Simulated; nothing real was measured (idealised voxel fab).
Title: Process Module voxel fin reveal
Each square cell in cross-section cut measures 5 nm, and the section as a whole is 195 nm wide.
Cross-section = grid of square cells, listed top down in bands; band = one or more rows. Per band: top height and bottom height in nm, followed by the left-to-right materials and their widths in nm; "edge to edge" marks a single material spanning edge to edge, "empty" marks empty space. Height is counted from the level 0, under which the received wafer is composed throughout of one material. The lowest of the bands is not closed at the bottom but continues downward, in the notation "0 -> down". With a width like "30->40", each row of cells in the band differs from the next by the same amount, the top row carrying the first number and the bottom row the second. No cell of the cross-section changed in a step that is given as "no modifications". Voids not open to the top, 8 cells minimum: see "Listed closed voids". Written width x height at distance; distance is from the left edge; nm. Note: text after step settings on the step line = simulator remark on that step. You can add "overlay nm" to a step's line. For a step with a mask, it describes how far the mask lay to the right of its planned position, and a negative number describes a lay to the left.
-- Steps planned for the process
| 1 | RECEIVE with material Si |
| 2 | CONFORMAL_DEP with material SiN, thk nm 10 |
| 3 | DIRECTIONAL_DEP with material aC, thk nm 10 |
| 4 | PATTERN with tone cover, mask id FINS, material resist, width nm 15, pitch nm 40, thk nm 30, overlay nm 0 |
| 5 | DIRECTIONAL_ETCH with etch materials aC, depth nm 10 |
| 6 | STRIP with etch materials resist |
| 7 | DIRECTIONAL_ETCH with etch materials SiN, depth nm 10 |
| 8 | DIRECTIONAL_ETCH with etch materials Si, depth nm 40 |
| 9 | STRIP with etch materials aC |
| 10 | OXIDIZE with depth nm 5 |
| 11 | FILL_DEP with material SiO2, thk nm 15 |
| 12 | CMP with height nm 10 |
| 13 | SELECTIVE_ETCH with etch materials SiO2, depth nm 40 |
| 14 | STRIP with etch materials SiN |
| 15 | CONFORMAL_DEP with material SiO2, thk nm 5 |
Wafers differ in width nm at step 4; plan lists the first wafer's value; identical starting state.
-- First of several wafers, received after step 1, in cross-section
0 -> down = Si edge to edge
Listed closed voids: none
-- Heads up, this table goes wafer by wafer. A row tells you, at the end of the module, how many cells of each material that wafer has put on (+) or dropped (-) since it was received, and then its closed voids
width nm 15 | -333 Si | +174 SiO2 | Listed closed voids: none
width nm 20 | -315 Si | +168 SiO2 | Listed closed voids: none
width nm 25 | -297 Si | +162 SiO2 | Listed closed voids: none
